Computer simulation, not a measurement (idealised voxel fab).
process module | voxel gate over fins
cross-section cut | 220 nm wide | cells 5 nm
A cross-section is a grid of square cells, given in bands from the top down. A band is one or more rows of cells.
Each band's line starts with the height of the band's top and of its bottom, in nm. Then come its materials from left to right, each with its width in nm. One material with "throughout" fills the band from edge to edge. "air" is empty space.
Height 0 is the level under which the wafer as received is all one material. The lowest band goes on downwards, as in "0 down".
A width such as "30 to 40" changes by the same amount from each row of cells to the next, from the band's top row to its bottom row.
"no change" after a step means that no cell of the cross-section changed.
closed voids: empty space of 8 cells or more with no open way to the top, each as width x height at its distance from the left edge, in nm
after a step's settings: what the simulator itself notes on the step
overlay nm, on a step with a mask: how far to the right of its planned place the mask lay; to the left if negative
plan
1 op RECEIVE | material Si
2 op CONFORMAL_DEP | material SiN | thk nm 10
3 op PATTERN | tone cover | mask id FINS | material resist | width nm 15 | pitch nm 45 | thk nm 15 | overlay nm 0
4 op DIRECTIONAL_ETCH | etch materials SiN | depth nm 10
5 op DIRECTIONAL_ETCH | etch materials Si | depth nm 40
6 op STRIP | etch materials resist
7 op FILL_DEP | material SiO2 | thk nm 15
8 op CMP | height nm 10
9 op SELECTIVE_ETCH | etch materials SiO2 | depth nm 20
10 op STRIP | etch materials SiN
11 op CONFORMAL_DEP | material HfO2 | thk nm 5
12 op CONFORMAL_DEP | material TiN | thk nm 5
13 op CONFORMAL_DEP | material TiAl | thk nm 5
14 op CONFORMAL_DEP | material TiN | thk nm 5
15 op FILL_DEP | material W | thk nm 15
16 op CMP | height nm 30
17 op CONFORMAL_DEP | material SiCN | thk nm 10
as received, after step 1
  0 down: Si throughout
  closed voids: none
a wafer at the end: this start, this plan, one mistake
  40 to 30: SiCN throughout
  30 to 20: W throughout
  20 to 15: W 15 | TiN 190 | W 15
  15 to 10: W 15 | TiN 5 | TiAl 180 | TiN 5 | W 15
  10 to 5: TiN 20 | TiAl 5 | HfO2 35 | TiAl 10 | HfO2 35 | TiAl 10 | HfO2 35 | TiAl 10 | HfO2 35 | TiAl 5 | TiN 20
  5 to 0: TiAl 25 | HfO2 5 | TiN 25 | HfO2 5 | TiAl 10 | HfO2 5 | TiN 25 | HfO2 5 | TiAl 10 | HfO2 5 | TiN 25 | HfO2 5 | TiAl 10 | HfO2 5 | TiN 25 | HfO2 5 | TiAl 25
  0 to -5: HfO2 30 | TiN 5 | Si 15 | TiN 5 | HfO2 20 | TiN 5 | Si 15 | TiN 5 | HfO2 20 | TiN 5 | Si 15 | TiN 5 | HfO2 20 | TiN 5 | Si 15 | TiN 5 | HfO2 30
  -5 to -10: TiN 35 | Si 15 | TiN 30 | Si 15 | TiN 30 | Si 15 | TiN 30 | Si 15 | TiN 35
  -10 to -40: SiO2 35 | Si 15 | SiO2 30 | Si 15 | SiO2 30 | Si 15 | SiO2 30 | Si 15 | SiO2 35
  -40 down: Si throughout
  closed voids: none
what went wrong: steps 11 and 12 were swapped
